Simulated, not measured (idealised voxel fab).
The process module that follows is named voxel double patterning.
Cross-section cut spans 270 nm and uses square cells 5 nm in size.
Cross-section, as written here: a square-cell grid given band by band from the top down, where a band holds one or more rows of cells.
What a band's entry tells you: where the top is and where the bottom is, as heights in nm, and after that what lies inside, material by material from left to right, each with its width in nm. Empty space is written as the word "empty", and a single material marked with the word "everywhere" occupies the band from edge to edge.
Where do heights start? At 0: under that level the wafer as delivered is made of one material only. And the lowest band has no floor; it just carries on downward, as in "0 nm and below".
It should be noted that a width expressed as "30 to 40" varies in equal increments from row to row of cells within the band, taking the value of the first number at the top row and that of the second number at the bottom row.
"nothing altered" -> step changed no cross-section cell.
The entry "Enclosed voids" lists the empty spaces that cover at least 8 cells and have no open path to the top. Each is written as width x height at distance, where the distance is measured from the left edge and all three values are in nm.
Read whatever lies past the settings on a step's line as the simulator's own remark about the step.
What "overlay nm" on a step's line means: if the step has a mask, that mask lay this far to the right of its planned place, or, when the value is negative, to the left.
### Set out below are the planned steps of the process
1) RECEIVE [material Si]
2) CONFORMAL_DEP [material SiN] [thk nm 5]
3) DIRECTIONAL_DEP [material SiO2] [thk nm 15]
4) DIRECTIONAL_DEP [material SiCN] [thk nm 5]
5) PATTERN [tone open] [mask id FIRST] [material resist] [width nm 15] [pitch nm 50] [thk nm 20] [overlay nm 0]
6) DIRECTIONAL_ETCH [etch materials SiCN] [depth nm 5]
7) STRIP [etch materials resist]
8) PATTERN [tone open] [mask id SECOND] [material resist] [width nm 15] [thk nm 20] [overlay nm 0]
9) DIRECTIONAL_ETCH [etch materials SiCN] [depth nm 5]
10) STRIP [etch materials resist]
11) DIRECTIONAL_ETCH [etch materials SiO2] [depth nm 15]
12) STRIP [etch materials SiCN]
### First wafer of two (run as planned)
### Wafer at receipt (post step 1), cross-section
	0 nm and below: Si everywhere
	Enclosed voids: none
### Cross-section of the wafer after step 2
	5 nm to 0 nm: SiN everywhere
	below 0: unchanged
### Cross-section of the wafer after step 3
	20 nm to 5 nm: SiO2 everywhere
	below 5: unchanged
### Cross-section of the wafer after step 4
	25 nm to 20 nm: SiCN everywhere
	below 20: unchanged
### Cross-section of the wafer after step 5
	45 nm to 25 nm: 100 of resist | 15 of empty | 35 of resist | 15 of empty | 105 of resist
	below 25: unchanged
### Cross-section of the wafer after step 6
	45 nm to 25 nm: 100 of resist | 15 of empty | 35 of resist | 15 of empty | 105 of resist
	25 nm to 20 nm: 100 of SiCN | 15 of empty | 35 of SiCN | 15 of empty | 105 of SiCN
	below 20: unchanged
### Cross-section of the wafer after step 7
	25 nm to 20 nm: 100 of SiCN | 15 of empty | 35 of SiCN | 15 of empty | 105 of SiCN
	below 20: unchanged
### Cross-section of the wafer after step 8
	45 nm to 25 nm: 125 of resist | 15 of empty | 130 of resist
	25 nm to 20 nm: 100 of SiCN | 15 of resist | 35 of SiCN | 15 of resist | 105 of SiCN
	below 20: unchanged
### Cross-section of the wafer after step 9
	45 nm to 25 nm: 125 of resist | 15 of empty | 130 of resist
	25 nm to 20 nm: 100 of SiCN | 15 of resist | 10 of SiCN | 15 of empty | 10 of SiCN | 15 of resist | 105 of SiCN
	below 20: unchanged
### Cross-section of the wafer after step 10
	25 nm to 20 nm: 100 of SiCN | 15 of empty | 10 of SiCN | 15 of empty | 10 of SiCN | 15 of empty | 105 of SiCN
	below 20: unchanged
### Cross-section of the wafer after step 11
	25 nm to 20 nm: 100 of SiCN | 15 of empty | 10 of SiCN | 15 of empty | 10 of SiCN | 15 of empty | 105 of SiCN
	20 nm to 5 nm: 100 of SiO2 | 15 of empty | 10 of SiO2 | 15 of empty | 10 of SiO2 | 15 of empty | 105 of SiO2
	below 5: unchanged
### Cross-section of the wafer after step 12
	20 nm to 5 nm: 100 of SiO2 | 15 of empty | 10 of SiO2 | 15 of empty | 10 of SiO2 | 15 of empty | 105 of SiO2
	below 5: unchanged
### Notes, second wafer: start = first wafer's, plan = first wafer's, execution had one mistake; history identical to first through step 1
Second wafer, cross-section, planned end of step 2: nothing altered
### Second wafer, cross-section, planned end of step 3
	15 nm to 0 nm: SiO2 everywhere
	below 0: unchanged
### Second wafer, cross-section, planned end of step 4
	20 nm to 15 nm: SiCN everywhere
	below 15: unchanged
### Second wafer, cross-section, planned end of step 5
	40 nm to 20 nm: 100 of resist | 15 of empty | 35 of resist | 15 of empty | 105 of resist
	below 20: unchanged
### Second wafer, cross-section, planned end of step 6
	40 nm to 20 nm: 100 of resist | 15 of empty | 35 of resist | 15 of empty | 105 of resist
	20 nm to 15 nm: 100 of SiCN | 15 of empty | 35 of SiCN | 15 of empty | 105 of SiCN
	below 15: unchanged
### Second wafer, cross-section, planned end of step 7
	20 nm to 15 nm: 100 of SiCN | 15 of empty | 35 of SiCN | 15 of empty | 105 of SiCN
	below 15: unchanged
### Second wafer, cross-section, planned end of step 8
	40 nm to 20 nm: 125 of resist | 15 of empty | 130 of resist
	20 nm to 15 nm: 100 of SiCN | 15 of resist | 35 of SiCN | 15 of resist | 105 of SiCN
	below 15: unchanged
### Second wafer, cross-section, planned end of step 9
	40 nm to 20 nm: 125 of resist | 15 of empty | 130 of resist
	20 nm to 15 nm: 100 of SiCN | 15 of resist | 10 of SiCN | 15 of empty | 10 of SiCN | 15 of resist | 105 of SiCN
	below 15: unchanged
### Second wafer, cross-section, planned end of step 10
	20 nm to 15 nm: 100 of SiCN | 15 of empty | 10 of SiCN | 15 of empty | 10 of SiCN | 15 of empty | 105 of SiCN
	below 15: unchanged
### Second wafer, cross-section, planned end of step 11
	20 nm to 15 nm: 100 of SiCN | 15 of empty | 10 of SiCN | 15 of empty | 10 of SiCN | 15 of empty | 105 of SiCN
	15 nm to 0 nm: 100 of SiO2 | 15 of empty | 10 of SiO2 | 15 of empty | 10 of SiO2 | 15 of empty | 105 of SiO2
	below 0: unchanged
### Second wafer, cross-section, planned end of step 12
	15 nm to 0 nm: 100 of SiO2 | 15 of empty | 10 of SiO2 | 15 of empty | 10 of SiO2 | 15 of empty | 105 of SiO2
	below 0: unchanged
Processing error: no execution of plan step 2; skipped
Final cells, second wafer relative to first, materials higher or lower: SiN: 54 fewer
